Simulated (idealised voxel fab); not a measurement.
A process module follows: voxel self aligned contacts.
Shown is cross-section cut, with a width of 180 nm and square cells of size 5 nm.
Think of the cross-section as a grid of square cells. We describe it in bands, top to bottom, and each band covers one or more rows of those cells. Quick guide to a band line: top height, bottom height (nm) up front; then every material left to right with its width in nm. Only one material and it's marked "edge to edge"? Then it fills the band edge to edge. And "empty" just means empty space. Where do heights start? At 0: under that level the wafer as delivered is made of one material only. And the lowest band has no floor; it just carries on downward, as in "0 nm and below". Width spec "30..40" -> top row of cells at first value, bottom row at second value, equal per-row change in between. When a step is marked "remains unaltered", none of the cells in the cross-section changed during that step. So "Closed voids list" is basically the list of trapped voids: any empty space of 8 cells or more that can't reach the top through an opening. They're written width x height at distance, the distance being from the left edge, and it's all nm. What comes after the settings on a step's line is commentary from the simulator itself on that step. Among the settings permitted on a step's line is "overlay nm"; applied to a step with a mask, it specifies the extent to which the mask lay to the right of its planned position, whereas a negative figure signifies a position to the left.

-- The steps planned for the process are as follows
step 1: RECEIVE (material Si)
step 2: CONFORMAL_DEP (material SiO2; thk nm 5)
step 3: DIRECTIONAL_DEP (material polySi; thk nm 25)
step 4: DIRECTIONAL_DEP (material SiN; thk nm 20)
step 5: PATTERN (tone cover; mask id GATE; material resist; width nm 25; pitch nm 65; thk nm 20; overlay nm 0)
step 6: DIRECTIONAL_ETCH (etch materials SiN; depth nm 20)
step 7: DIRECTIONAL_ETCH (etch materials polySi; depth nm 25)
step 8: STRIP (etch materials resist)
step 9: CONFORMAL_DEP (material SiN; thk nm 10)
step 10: DIRECTIONAL_ETCH (etch materials SiN; depth nm 10)
step 11: FILL_DEP (material SiO2; thk nm 20)
step 12: CMP (height nm 60)
step 13: PATTERN (tone open; mask id CONTACT; material resist; width nm 50; thk nm 15; overlay nm 0)
step 14: DIRECTIONAL_ETCH (etch materials SiO2; depth nm 60)
step 15: STRIP (etch materials resist)
step 16: CONFORMAL_DEP (material TiN; thk nm 5)
step 17: FILL_DEP (material Ru; thk nm 5)
step 18: CMP (height nm 60)
step 19: CONFORMAL_DEP (material SiCN; thk nm 5)

-- Cross-section: wafer on arrival = after step 1
	0 nm and below  Si edge to edge
	Closed voids list: none

-- Here's the cross-section of the first of our two wafers at the end of the module - it ran as planned
	65 nm to 60 nm  SiCN edge to edge
	60 nm to 50 nm  SiO2 (65), then TiN (5..20), then Ru (40..10), then TiN (5..20), then SiO2 (65)
	50 nm to 30 nm  SiO2 (35), then SiN (45), then TiN (5), then Ru (10), then TiN (5), then SiN (45), then SiO2 (35)
	30 nm to 5 nm  SiO2 (35), then SiN (10), then polySi (25), then SiN (10), then TiN (5), then Ru (10), then TiN (5), then SiN (10), then polySi (25), then SiN (10), then SiO2 (35)
	5 nm to 0 nm  SiO2 (80), then TiN (20), then SiO2 (80)
	0 nm and below  Si edge to edge
	Closed voids list: none

-- End of module, second wafer, cross-section. Started like the first, planned like the first, run with one mistake
	65 nm to 60 nm  SiCN edge to edge
	60 nm to 55 nm  SiO2 (35), then SiN (45), then TiN (5), then Ru (10), then TiN (5), then SiN (45), then SiO2 (35)
	55 nm to 50 nm  SiO2 (35), then SiN (45), then TiN (20), then SiN (45), then SiO2 (35)
	50 nm to 30 nm  SiN edge to edge
	30 nm to 5 nm  polySi edge to edge
	5 nm to 0 nm  SiO2 edge to edge
	0 nm and below  Si edge to edge
	Closed voids list: none
Short version of what went wrong: step 4 of the plan was performed twice
Per the end-of-run cell counts, the second wafer holds more or fewer of some materials than the first: -26 Ru; +68 SiN; -146 SiO2; -26 TiN; +130 polySi
